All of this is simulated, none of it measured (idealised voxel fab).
Documented hereafter: the process module known as voxel self aligned vias.
The cross-section on display is named cut; it measures 245 nm wide, and its cells are 5 nm squares.
Cross-section = grid of square cells, listed top down in bands; band = one or more rows.
Heights first: top, then bottom, in nm. Then materials, left to right, each with a width in nm. "throughout" on a single material: fills the band edge to edge. "air": empty space.
Heights are expressed relative to 0, this being the level below which the as-received wafer comprises one material exclusively. The lowest band is unbounded in the downward direction and is denoted as in "0 down".
Read "30..40" as a graded width: first number on top, second number at the bottom, same change between each pair of neighbouring rows.
"stayed the same" (step): cross-section cells unchanged, all of them.
Entry "Enclosed internal cavities". Content: empty spaces with no open connection to the top, size 8 cells or greater. Each: width x height at distance. Distance: from left edge. Unit: nm.
Step line, after settings: the simulator's comment on this step.
overlay nm: step with mask; distance mask lay right of planned place; negative value = left of planned place.

The following list gives the planned process steps:
| 1 | RECEIVE [material Si] |
| 2 | CONFORMAL_DEP [material SiO2] [thk nm 15] |
| 3 | CONFORMAL_DEP [material SiCN] [thk nm 5] |
| 4 | DIRECTIONAL_DEP [material SiO2] [thk nm 25] |
| 5 | MASKED_ETCH [tone open] [mask id LINES] [width nm 30] [pitch nm 65] [etch materials SiO2] [depth nm 25] [overlay nm 0] |
| 6 | CONFORMAL_DEP [material TiN] [thk nm 5] |
| 7 | FILL_DEP [material W] [thk nm 10] |
| 8 | CMP [height nm 45] |
| 9 | SELECTIVE_ETCH [etch materials W Ru TiN] [depth nm 5] |
| 10 | FILL_DEP [material SiN] [thk nm 5] |
| 11 | CMP [height nm 45] |
| 12 | DIRECTIONAL_DEP [material SiO2] [thk nm 15] |
| 13 | MASKED_ETCH [tone open] [mask id VIAS] [width nm 50] [pitch nm 65] [etch materials SiO2] [depth nm 15] [overlay nm 0] |
| 14 | MASKED_ETCH [tone open] [mask id VIAS] [width nm 50] [pitch nm 65] [etch materials SiN] [depth nm 5] [overlay nm 0] |
| 15 | CONFORMAL_DEP [material TiN] [thk nm 5] |
| 16 | FILL_DEP [material W] [thk nm 5] |
| 17 | CMP [height nm 60] |
| 18 | CONFORMAL_DEP [material SiCN] [thk nm 5] |

The following pertains to the first of two wafers, which was processed as planned:

Incoming wafer, cross-sectional view, post step 1:
  0 down | Si throughout
  Enclosed internal cavities: none

Take a look at the wafer's cross-section after step 2:
  15 to 0 | SiO2 throughout
  Whatever lies below 0 is exactly as it was before.

Take a look at the wafer's cross-section after step 3:
  20 to 15 | SiCN throughout
  Whatever lies below 15 is exactly as it was before.

Take a look at the wafer's cross-section after step 4:
  45 to 20 | SiO2 throughout
  Whatever lies below 20 is exactly as it was before.

Take a look at the wafer's cross-section after step 5:
  45 to 20 | SiO2 40; air 30; SiO2 35; air 30; SiO2 35; air 30; SiO2 45
  Whatever lies below 20 is exactly as it was before.

Take a look at the wafer's cross-section after step 6:
  50 to 45 | TiN 45; air 20; TiN 45; air 20; TiN 45; air 20; TiN 50
  45 to 25 | SiO2 40; TiN 5; air 20; TiN 5; SiO2 35; TiN 5; air 20; TiN 5; SiO2 35; TiN 5; air 20; TiN 5; SiO2 45
  25 to 20 | SiO2 40; TiN 30; SiO2 35; TiN 30; SiO2 35; TiN 30; SiO2 45
  Whatever lies below 20 is exactly as it was before.

Take a look at the wafer's cross-section after step 7:
  60 to 50 | W throughout
  50 to 45 | TiN 45; W 20; TiN 45; W 20; TiN 45; W 20; TiN 50
  45 to 25 | SiO2 40; TiN 5; W 20; TiN 5; SiO2 35; TiN 5; W 20; TiN 5; SiO2 35; TiN 5; W 20; TiN 5; SiO2 45
  Whatever lies below 25 is exactly as it was before.

Take a look at the wafer's cross-section after step 8:
  45 to 25 | SiO2 40; TiN 5; W 20; TiN 5; SiO2 35; TiN 5; W 20; TiN 5; SiO2 35; TiN 5; W 20; TiN 5; SiO2 45
  Whatever lies below 25 is exactly as it was before.

Take a look at the wafer's cross-section after step 9:
  45 to 40 | SiO2 40; air 30; SiO2 35; air 30; SiO2 35; air 30; SiO2 45
  Whatever lies below 40 is exactly as it was before.

Take a look at the wafer's cross-section after step 10:
  50 to 45 | SiN throughout
  45 to 40 | SiO2 40; SiN 30; SiO2 35; SiN 30; SiO2 35; SiN 30; SiO2 45
  Whatever lies below 40 is exactly as it was before.

Take a look at the wafer's cross-section after step 11:
  45 to 40 | SiO2 40; SiN 30; SiO2 35; SiN 30; SiO2 35; SiN 30; SiO2 45
  Whatever lies below 40 is exactly as it was before.

Take a look at the wafer's cross-section after step 12:
  60 to 45 | SiO2 throughout
  Whatever lies below 45 is exactly as it was before.

Take a look at the wafer's cross-section after step 13:
  60 to 45 | SiO2 30; air 50; SiO2 15; air 50; SiO2 15; air 50; SiO2 35
  Whatever lies below 45 is exactly as it was before.

Take a look at the wafer's cross-section after step 14:
  60 to 45 | SiO2 30; air 50; SiO2 15; air 50; SiO2 15; air 50; SiO2 35
  45 to 40 | SiO2 40; air 30; SiO2 35; air 30; SiO2 35; air 30; SiO2 45
  Whatever lies below 40 is exactly as it was before.

Take a look at the wafer's cross-section after step 15:
  65 to 60 | TiN 35; air 40; TiN 25; air 40; TiN 25; air 40; TiN 40
  60 to 50 | SiO2 30; TiN 5; air 40; TiN 5; SiO2 15; TiN 5; air 40; TiN 5; SiO2 15; TiN 5; air 40; TiN 5; SiO2 35
  50 to 45 | SiO2 30; TiN 15; air 20; TiN 15; SiO2 15; TiN 15; air 20; TiN 15; SiO2 15; TiN 15; air 20; TiN 15; SiO2 35
  45 to 40 | SiO2 40; TiN 30; SiO2 35; TiN 30; SiO2 35; TiN 30; SiO2 45
  Whatever lies below 40 is exactly as it was before.

Take a look at the wafer's cross-section after step 16:
  70 to 65 | W throughout
  65 to 60 | TiN 35; W 40; TiN 25; W 40; TiN 25; W 40; TiN 40
  60 to 50 | SiO2 30; TiN 5; W 40; TiN 5; SiO2 15; TiN 5; W 40; TiN 5; SiO2 15; TiN 5; W 40; TiN 5; SiO2 35
  50 to 45 | SiO2 30; TiN 15; W 20; TiN 15; SiO2 15; TiN 15; W 20; TiN 15; SiO2 15; TiN 15; W 20; TiN 15; SiO2 35
  Whatever lies below 45 is exactly as it was before.

Take a look at the wafer's cross-section after step 17:
  60 to 50 | SiO2 30; TiN 5; W 40; TiN 5; SiO2 15; TiN 5; W 40; TiN 5; SiO2 15; TiN 5; W 40; TiN 5; SiO2 35
  Whatever lies below 50 is exactly as it was before.

Take a look at the wafer's cross-section after step 18:
  65 to 60 | SiCN throughout
  Whatever lies below 60 is exactly as it was before.

Notes, second wafer: start = first wafer's, plan = first wafer's, execution had one mistake; history identical to first through step 2:

Second wafer, cross-section, planned end of step 3:
  40 to 0 | SiO2 throughout
  Whatever lies below 0 is exactly as it was before.

Second wafer, cross-section, planned end of step 4:
  45 to 40 | SiCN throughout
  Whatever lies below 40 is exactly as it was before.

Second wafer, cross-section, planned end of step 5: stayed the same

Second wafer, cross-section, planned end of step 6:
  50 to 45 | TiN throughout
  Whatever lies below 45 is exactly as it was before.

Second wafer, cross-section, planned end of step 7:
  60 to 50 | W throughout
  Whatever lies below 50 is exactly as it was before.

Second wafer, cross-section, planned end of step 8:
  45 to 40 | SiCN throughout
  Whatever lies below 40 is exactly as it was before.

Second wafer, cross-section, planned end of step 9: stayed the same

Second wafer, cross-section, planned end of step 10:
  50 to 45 | SiN throughout
  Whatever lies below 45 is exactly as it was before.

Second wafer, cross-section, planned end of step 11:
  45 to 40 | SiCN throughout
  Whatever lies below 40 is exactly as it was before.

Second wafer, cross-section, planned end of step 12:
  60 to 45 | SiO2 throughout
  Whatever lies below 45 is exactly as it was before.

Second wafer, cross-section, planned end of step 13:
  60 to 45 | SiO2 30; air 50; SiO2 15; air 50; SiO2 15; air 50; SiO2 35
  Whatever lies below 45 is exactly as it was before.

Second wafer, cross-section, planned end of step 14: stayed the same

Second wafer, cross-section, planned end of step 15:
  65 to 60 | TiN 35; air 40; TiN 25; air 40; TiN 25; air 40; TiN 40
  60 to 50 | SiO2 30; TiN 5; air 40; TiN 5; SiO2 15; TiN 5; air 40; TiN 5; SiO2 15; TiN 5; air 40; TiN 5; SiO2 35
  50 to 45 | SiO2 30; TiN 50; SiO2 15; TiN 50; SiO2 15; TiN 50; SiO2 35
  Whatever lies below 45 is exactly as it was before.

Second wafer, cross-section, planned end of step 16:
  70 to 65 | W throughout
  65 to 60 | TiN 35; W 40; TiN 25; W 40; TiN 25; W 40; TiN 40
  60 to 50 | SiO2 30; TiN 5; W 40; TiN 5; SiO2 15; TiN 5; W 40; TiN 5; SiO2 15; TiN 5; W 40; TiN 5; SiO2 35
  Whatever lies below 50 is exactly as it was before.

Second wafer, cross-section, planned end of step 17:
  60 to 50 | SiO2 30; TiN 5; W 40; TiN 5; SiO2 15; TiN 5; W 40; TiN 5; SiO2 15; TiN 5; W 40; TiN 5; SiO2 35
  Whatever lies below 50 is exactly as it was before.

Second wafer, cross-section, planned end of step 18:
  65 to 60 | SiCN throughout
  Whatever lies below 60 is exactly as it was before.
The plan and the run diverged here: order of steps 3 and 4 inverted relative to the plan
Heads up, by the end the second wafer has more or fewer cells of some materials compared to the first: +90 SiO2, -42 TiN, -48 W
